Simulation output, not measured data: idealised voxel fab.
The process module presented herein is designated voxel double patterning.
The width of the displayed cross-section, cut, is 290 nm; its cells are square, with a size of 5 nm.
A cross-section is a grid of square cells, given in bands from the top down. A band is one or more rows of cells.
First you get the band's top height and its bottom height, in nm, and then the materials it's made of, left to right, with each width in nm. If you see a single material with "throughout", that one covers the band edge to edge. "blank" is empty space.
Beneath 0, the wafer as received is one material, and that level is where height counting begins. The lowest band goes on downward without a bottom; it is written like "0 nm and below".
When a width is written as two numbers, as in "30 to 40", the first number is the width in the top row of cells of the band and the second is the width in its bottom row, and the width changes by the same amount from each row to the next.
"no alteration" -> step changed no cross-section cell.
Any empty space of 8 cells or more lacking an open way to the top shows up in "Enclosed void listing" as width x height at distance, distance from the left edge, in nm.
Past the settings on a step's line: simulator remark, on that step.
overlay nm: step with mask; distance mask lay right of planned place; negative value = left of planned place.

PROCESS STEPS FORESEEN IN THE PLAN
1) RECEIVE | material Si
2) CONFORMAL_DEP | material SiO2 | thk nm 5
3) DIRECTIONAL_DEP | material TiN | thk nm 20
4) DIRECTIONAL_DEP | material SiCN | thk nm 10
5) DIRECTIONAL_DEP | material aC | thk nm 10
6) PATTERN | tone open | mask id FIRST | material resist | width nm 15 | pitch nm 50 | thk nm 25 | overlay nm 0
7) DIRECTIONAL_ETCH | etch materials aC | depth nm 10
8) STRIP | etch materials resist
9) DIRECTIONAL_ETCH | etch materials SiCN | depth nm 10
10) STRIP | etch materials aC
11) DIRECTIONAL_DEP | material aC | thk nm 15
12) PATTERN | tone open | mask id SECOND | material resist | width nm 15 | pitch nm 50 | thk nm 35 | overlay nm 0
13) DIRECTIONAL_ETCH | etch materials aC | depth nm 15
14) STRIP | etch materials resist
15) DIRECTIONAL_ETCH | etch materials SiCN | depth nm 10
16) STRIP | etch materials aC
17) DIRECTIONAL_ETCH | etch materials TiN | depth nm 20
18) STRIP | etch materials SiCN

THIS IS THE CROSS-SECTION OF THE WAFER AS WE RECEIVED IT, I.E. AFTER STEP 1
  0 nm and below: Si throughout
  Enclosed void listing: none

CROSS-SECTIONAL VIEW OF THE FIRST OF THE TWO WAFERS UPON COMPLETION OF THE MODULE, PROCESSED IN ACCORDANCE WITH THE PLAN
  25 nm to 5 nm: 85 TiN, then 15 blank, then 10 TiN, then 15 blank, then 10 TiN, then 15 blank, then 10 TiN, then 15 blank, then 10 TiN, then 15 blank, then 90 TiN
  5 nm to 0 nm: SiO2 throughout
  0 nm and below: Si throughout
  Enclosed void listing: none

THIS CROSS-SECTION BELONGS TO THE SECOND WAFER OF TWO AT THE END OF THE MODULE; THE START AND THE PLAN WERE SHARED WITH THE FIRST, AND THE RUN INCLUDED ONE MISTAKE
  25 nm to 5 nm: 90 TiN, then 15 blank, then 5 TiN, then 15 blank, then 15 TiN, then 15 blank, then 5 TiN, then 15 blank, then 15 TiN, then 15 blank, then 85 TiN
  5 nm to 0 nm: SiO2 throughout
  0 nm and below: Si throughout
  Enclosed void listing: none
Deviation noted in wafer processing: so step 6 ended up running with a different setting than we planned, it ran as PATTERN | tone open | mask id FIRST | material resist | width nm 15 | pitch nm 50 | thk nm 25 | overlay nm 5
If you tally the cells, the second wafer ends up with the same amount of every material as the first; it's all just sitting in different places.
